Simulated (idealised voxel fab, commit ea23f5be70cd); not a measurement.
The document below concerns the process module designated voxel self aligned vias.
We display cut, a cross-section 290 nm in width whose square cells are each 5 nm.
Cross-sections here: square-cell grids, written as top-down lists of bands, a band being one or more rows of cells.
Basically the band line says how high the top is and how high the bottom is, in nm, and then what's in it from left to right, every material with its width in nm. Empty space shows up as "air", and if a single material carries "all across" it runs the full band edge to edge.
For the purposes of this specification, 0 denotes the height below which the wafer in its as-received condition is composed wholly of one material, and the lowermost band, lacking a lower limit, extends downward without end, as expressed in "from 0 down".
So if you see something like "30->40" for the width, read it as the top row of the band sitting at the first number and the bottom row at the second, with every row in between moving by the same amount as the last.
A step reported as "same as before" is a step in which no cell of the cross-section changed.
What "Sealed-off cavities" gives you is every empty space of 8 cells or more that is cut off from the top. Each appears as width x height at distance, with the distance taken from the left edge and width, height and distance all in nm.
It should be noted that, on the line of a given step, the content following the step's settings is a remark produced by the simulator itself with respect to that step.
A step line may carry the setting "overlay nm", which, for steps involving a mask, states the distance by which the mask lay to the right of its intended position; negative values denote displacement to the left.

Process steps (planned):
1 RECEIVE (material Si)
2 CONFORMAL_DEP (material SiO2; thk nm 15)
3 CONFORMAL_DEP (material SiCN; thk nm 5)
4 DIRECTIONAL_DEP (material SiO2; thk nm 30)
5 PATTERN (tone open; mask id LINES; material resist; width nm 30; pitch nm 60; thk nm 20; overlay nm 0)
6 DIRECTIONAL_ETCH (etch materials SiO2; depth nm 30)
7 STRIP (etch materials resist)
8 CONFORMAL_DEP (material TiN; thk nm 5)
9 FILL_DEP (material Ru; thk nm 5)
10 CMP (height nm 50)
11 SELECTIVE_ETCH (etch materials W Ru TiN; depth nm 10)
12 FILL_DEP (material SiN; thk nm 10)
13 CMP (height nm 50)
14 DIRECTIONAL_DEP (material SiO2; thk nm 20)
15 PATTERN (tone open; mask id VIAS; material resist; width nm 40; pitch nm 60; thk nm 20; overlay nm 0)
16 DIRECTIONAL_ETCH (etch materials SiO2; depth nm 20)
17 DIRECTIONAL_ETCH (etch materials SiN; depth nm 10)
18 STRIP (etch materials resist)
19 CONFORMAL_DEP (material TiN; thk nm 5)
20 FILL_DEP (material Ru; thk nm 5)
21 CMP (height nm 70)
22 CONFORMAL_DEP (material SiN; thk nm 5)

As received (post step 1): cross-section:
	from 0 down | Si all across
	Sealed-off cavities: none

Here's the cross-section of the first of our two wafers at the end of the module - it ran as planned:
	from 75 to 70 | SiN all across
	from 70 to 55 | SiO2 95 / TiN 5 / Ru 30 / TiN 5 / SiO2 20 / TiN 5 / Ru 30 / TiN 5 / SiO2 95
	from 55 to 45 | SiO2 95->100 / TiN 10->5 / Ru 20 / TiN 10->5 / SiO2 20->30 / TiN 10->5 / Ru 20 / TiN 10->5 / SiO2 95->100
	from 45 to 40 | SiO2 100 / TiN 30 / SiO2 30 / TiN 30 / SiO2 100
	from 40 to 25 | SiO2 100 / TiN 5 / Ru 20 / TiN 5 / SiO2 30 / TiN 5 / Ru 20 / TiN 5 / SiO2 100
	from 25 to 20 | SiO2 100 / TiN 30 / SiO2 30 / TiN 30 / SiO2 100
	from 20 to 15 | SiCN all across
	from 15 to 0 | SiO2 all across
	from 0 down | Si all across
	Sealed-off cavities: none

Presented here is a cross-section of the second of the two wafers as it stood at the end of the module. It was started in the same manner and assigned the same plan as the first wafer; however, one mistake was made in its execution:
	from 75 to 70 | SiN all across
	from 70 to 55 | SiO2 95 / TiN 5 / Ru 30 / TiN 5 / SiO2 20 / TiN 5 / Ru 30 / TiN 5 / SiO2 95
	from 55 to 50 | SiO2 95 / TiN 40 / SiO2 20 / TiN 40 / SiO2 95
	from 50 to 40 | SiN 95 / TiN 5 / SiO2 30 / TiN 5 / SiN 20 / TiN 5 / SiO2 30 / TiN 5 / SiN 95
	from 40 to 25 | Ru 95 / TiN 5 / SiO2 30 / TiN 5 / Ru 20 / TiN 5 / SiO2 30 / TiN 5 / Ru 95
	from 25 to 20 | TiN 100 / SiO2 30 / TiN 30 / SiO2 30 / TiN 100
	from 20 to 15 | SiCN all across
	from 15 to 0 | SiO2 all across
	from 0 down | Si all across
	Sealed-off cavities: none
The plan and the run diverged here: step 5 was not run as planned; what actually ran was PATTERN (tone cover; mask id LINES; material resist; width nm 30; pitch nm 60; thk nm 20; overlay nm 0)
Final tally in cells, some materials are higher or lower on the second wafer than on the first: 86 more of Ru | 84 more of SiN | 204 fewer of SiO2 | 34 more of TiN
